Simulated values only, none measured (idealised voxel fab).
Name of the process module below: voxel wiring stack
Xsec cut, 260 nm wide, square cell size 5 nm.
A cross-section is written here as square cells arranged in a grid, and it is given in bands from the top down, each band taking up one or more rows of cells.
Per band: top height and bottom height in nm, followed by the left-to-right materials and their widths in nm; "edge to edge" marks a single material spanning edge to edge, "blank" marks empty space.
Height 0 is the level under which the wafer as received is all one material. The lowest band goes on downwards, as in "0..down".
Width spec "30->40" -> top row of cells at first value, bottom row at second value, equal per-row change in between.
Take "no alteration" at face value: in the step it is given for, the cross-section changed in none of its cells.
Look at "Closed cavities" for the closed voids: empty spaces with no open path to the top, sized 8 cells or up. Each is width x height at distance, distance from the left edge, all nm.
Where a step's line continues beyond its settings, the continuation is a remark by the simulator itself on that step.
"overlay nm" answers the question of how far to the right of plan the mask lay on a step that has a mask, and when it is negative the answer is to the left.
Steps in the process plan
step 1: RECEIVE [material Si]
step 2: CONFORMAL_DEP [material SiO2] [thk nm 15]
step 3: CONFORMAL_DEP [material SiCN] [thk nm 5]
step 4: DIRECTIONAL_DEP [material lowk] [thk nm 15]
step 5: DIRECTIONAL_DEP [material aC] [thk nm 10]
step 6: PATTERN [tone open] [mask id METAL_1] [material resist] [width nm 30] [pitch nm 45] [thk nm 30] [overlay nm 0]
step 7: DIRECTIONAL_ETCH [etch materials aC] [depth nm 10]
step 8: STRIP [etch materials resist]
step 9: DIRECTIONAL_ETCH [etch materials lowk] [depth nm 15]
step 10: DIRECTIONAL_ETCH [etch materials SiCN] [depth nm 5]
step 11: STRIP [etch materials aC]
step 12: CONFORMAL_DEP [material TiN] [thk nm 5]
step 13: FILL_DEP [material Ru] [thk nm 10]
step 14: CMP [height nm 35]
step 15: CONFORMAL_DEP [material SiCN] [thk nm 5]
step 16: DIRECTIONAL_DEP [material SiO2] [thk nm 30]
step 17: PATTERN [tone open] [mask id METAL_2] [material resist] [width nm 30] [pitch nm 45] [thk nm 20] [overlay nm 0]
step 18: DIRECTIONAL_ETCH [etch materials SiO2] [depth nm 20]
step 19: STRIP [etch materials resist]
step 20: PATTERN [tone open] [mask id METAL_2_HOLES] [material resist] [width nm 15] [pitch nm 45] [thk nm 20] [overlay nm 0]
step 21: DIRECTIONAL_ETCH [etch materials SiO2] [depth nm 10]
step 22: DIRECTIONAL_ETCH [etch materials SiCN] [depth nm 5]
step 23: STRIP [etch materials resist]
step 24: CONFORMAL_DEP [material TiN] [thk nm 5]
step 25: FILL_DEP [material Cu] [thk nm 5]
step 26: CMP [height nm 70]
step 27: CONFORMAL_DEP [material SiCN] [thk nm 5]
step 28: DIRECTIONAL_DEP [material lowk] [thk nm 30]
step 29: DIRECTIONAL_DEP [material aC] [thk nm 15]
step 30: PATTERN [tone open] [mask id METAL_3_HOLES] [material resist] [width nm 15] [pitch nm 45] [thk nm 35] [overlay nm 0]
step 31: DIRECTIONAL_ETCH [etch materials aC] [depth nm 15]
step 32: STRIP [etch materials resist]
step 33: DIRECTIONAL_ETCH [etch materials lowk] [depth nm 30]
step 34: STRIP [etch materials aC]
step 35: MASKED_ETCH [tone open] [mask id METAL_3] [width nm 30] [pitch nm 45] [etch materials lowk] [depth nm 15] [overlay nm 0]
step 36: MASKED_ETCH [tone open] [mask id METAL_3] [width nm 30] [pitch nm 45] [etch materials SiCN] [depth nm 5] [overlay nm 0]
step 37: CONFORMAL_DEP [material TiN] [thk nm 5]
step 38: FILL_DEP [material Cu] [thk nm 5]
step 39: CMP [height nm 105]
step 40: CONFORMAL_DEP [material SiCN] [thk nm 5]
Cross-section of the wafer at receipt, which is the condition after step 1
0..down  Si edge to edge
Closed cavities: none
Final cross-section, module run with one mistake (start and plan as above)
110..105  SiCN edge to edge
105..95  45 lowk, then 5 TiN, then 20 Cu, then 5 TiN, then 15 lowk, then 5 TiN, then 20 Cu, then 5 TiN, then 15 lowk, then 5 TiN, then 20 Cu, then 5 TiN, then 15 lowk, then 5 TiN, then 20 Cu, then 5 TiN, then 50 lowk
95..90  45 lowk, then 5 TiN, then 5 Cu, then 20 TiN, then 15 lowk, then 5 TiN, then 5 Cu, then 20 TiN, then 15 lowk, then 5 TiN, then 5 Cu, then 20 TiN, then 15 lowk, then 5 TiN, then 5 Cu, then 20 TiN, then 50 lowk
90..75  45 lowk, then 5 TiN, then 5 Cu, then 5 TiN, then 30 lowk, then 5 TiN, then 5 Cu, then 5 TiN, then 30 lowk, then 5 TiN, then 5 Cu, then 5 TiN, then 30 lowk, then 5 TiN, then 5 Cu, then 5 TiN, then 65 lowk
75..70  45 SiCN, then 15 TiN, then 30 SiCN, then 15 TiN, then 30 SiCN, then 15 TiN, then 30 SiCN, then 15 TiN, then 65 SiCN
70..65  Cu edge to edge
65..60  50 TiN, then 20 Cu, then 25 TiN, then 20 Cu, then 25 TiN, then 20 Cu, then 25 TiN, then 20 Cu, then 55 TiN
60..50  45 SiO2, then 5->20 TiN, then 20->5 Cu, then 5 TiN, then 15 SiO2, then 5->20 TiN, then 20->5 Cu, then 5 TiN, then 15 SiO2, then 5->20 TiN, then 20->5 Cu, then 5 TiN, then 15 SiO2, then 5->20 TiN, then 20->5 Cu, then 5 TiN, then 50 SiO2
50..40  60 SiO2, then 5 TiN, then 5 Cu, then 5 TiN, then 30 SiO2, then 5 TiN, then 5 Cu, then 5 TiN, then 30 SiO2, then 5 TiN, then 5 Cu, then 5 TiN, then 30 SiO2, then 5 TiN, then 5 Cu, then 5 TiN, then 50 SiO2
40..35  60 SiCN, then 15 TiN, then 30 SiCN, then 15 TiN, then 30 SiCN, then 15 TiN, then 30 SiCN, then 15 TiN, then 50 SiCN
35..20  45 lowk, then 5 TiN, then 20 Ru, then 5 TiN, then 15 lowk, then 5 TiN, then 20 Ru, then 5 TiN, then 15 lowk, then 5 TiN, then 20 Ru, then 5 TiN, then 15 lowk, then 5 TiN, then 20 Ru, then 5 TiN, then 50 lowk
20..15  45 SiCN, then 30 TiN, then 15 SiCN, then 30 TiN, then 15 SiCN, then 30 TiN, then 15 SiCN, then 30 TiN, then 50 SiCN
15..0  SiO2 edge to edge
0..down  Si edge to edge
Closed cavities: none
Error vs. plan: step 20 off recipe, ran as PATTERN [tone cover] [mask id METAL_2_HOLES] [material resist] [width nm 15] [pitch nm 45] [thk nm 20] [overlay nm 0]
